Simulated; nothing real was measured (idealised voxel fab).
Title: Process Module voxel air gaps
Square cells of 5 nm make up the cross-section cut, whose width is 165 nm.
Format of a cross-section: grid, square cells. Given as bands. Order: top down. Band: one or more rows of cells.
Heads up on the band format: heights come first, top then bottom, in nm. After that it's the materials left to right, each with its width in nm. A single material flagged "full width" fills the whole band edge to edge, and "empty" means there's empty space there.
Height 0 is the level under which the wafer as received is all one material. The lowest band goes on downwards, as in "from 0 down".
You'd read "30->40" like this: the band's top row of cells is as wide as the first number, its bottom row is as wide as the second, and going down, every row changes width by the same amount as the row before did.
Where the words "nothing different" appear for a step, the cross-section shows no cell changed by that step; every cell remained as before.
Any empty space of 8 cells or more lacking an open way to the top shows up in "Enclosed internal cavities" as width x height at distance, distance from the left edge, in nm.
Read whatever lies past the settings on a step's line as the simulator's own remark about the step.
The optional step-line setting "overlay nm" applies to steps with a mask and quantifies how far to the right of its planned location the mask lay, a negative value indicating leftward placement.
**This section lists the process steps that were planned**
1,RECEIVE [material Si]
2,CONFORMAL_DEP [material SiO2] [thk nm 10]
3,CONFORMAL_DEP [material SiN] [thk nm 5]
4,DIRECTIONAL_DEP [material lowk] [thk nm 35]
5,PATTERN [tone open] [mask id LINES] [material resist] [width nm 15] [pitch nm 45] [thk nm 20] [overlay nm 0]
6,DIRECTIONAL_ETCH [etch materials lowk] [depth nm 35]
7,STRIP [etch materials resist]
8,CONFORMAL_DEP [material TiN] [thk nm 5]
9,FILL_DEP [material Ru] [thk nm 5]
10,CMP [height nm 50]
11,EPI [material Ru] [thk nm 10]
12,SELECTIVE_ETCH [etch materials lowk] [depth nm 45]
13,CONFORMAL_DEP [material SiCN] [thk nm 5]
**Wafer as received: cross-section following step 1**
    from 0 down = Si full width
    Enclosed internal cavities: none
**Cross-section at module end, one run error; start and plan unchanged from above**
    from 75 to 70 = empty=5 / SiCN=155 / empty=5
    from 70 to 50 = empty=5 / SiCN=5 / Ru=145 / SiCN=5 / empty=5
    from 50 to 45 = empty=5 / SiCN=25 / TiN=5 / Ru=5 / TiN=5 / lowk=30 / TiN=5 / Ru=5 / TiN=5 / lowk=30 / TiN=5 / Ru=5 / TiN=5 / SiCN=25 / empty=5
    from 45 to 20 = empty=25 / SiCN=5 / TiN=5 / Ru=5 / TiN=5 / lowk=30 / TiN=5 / Ru=5 / TiN=5 / lowk=30 / TiN=5 / Ru=5 / TiN=5 / SiCN=5 / empty=25
    from 20 to 15 = SiCN=30 / TiN=15 / lowk=30 / TiN=15 / lowk=30 / TiN=15 / SiCN=30
    from 15 to 10 = SiN full width
    from 10 to 0 = SiO2 full width
    from 0 down = Si full width
    Enclosed internal cavities: none
Want to know what went wrong? it should be noted that step 11 of the plan was executed twice
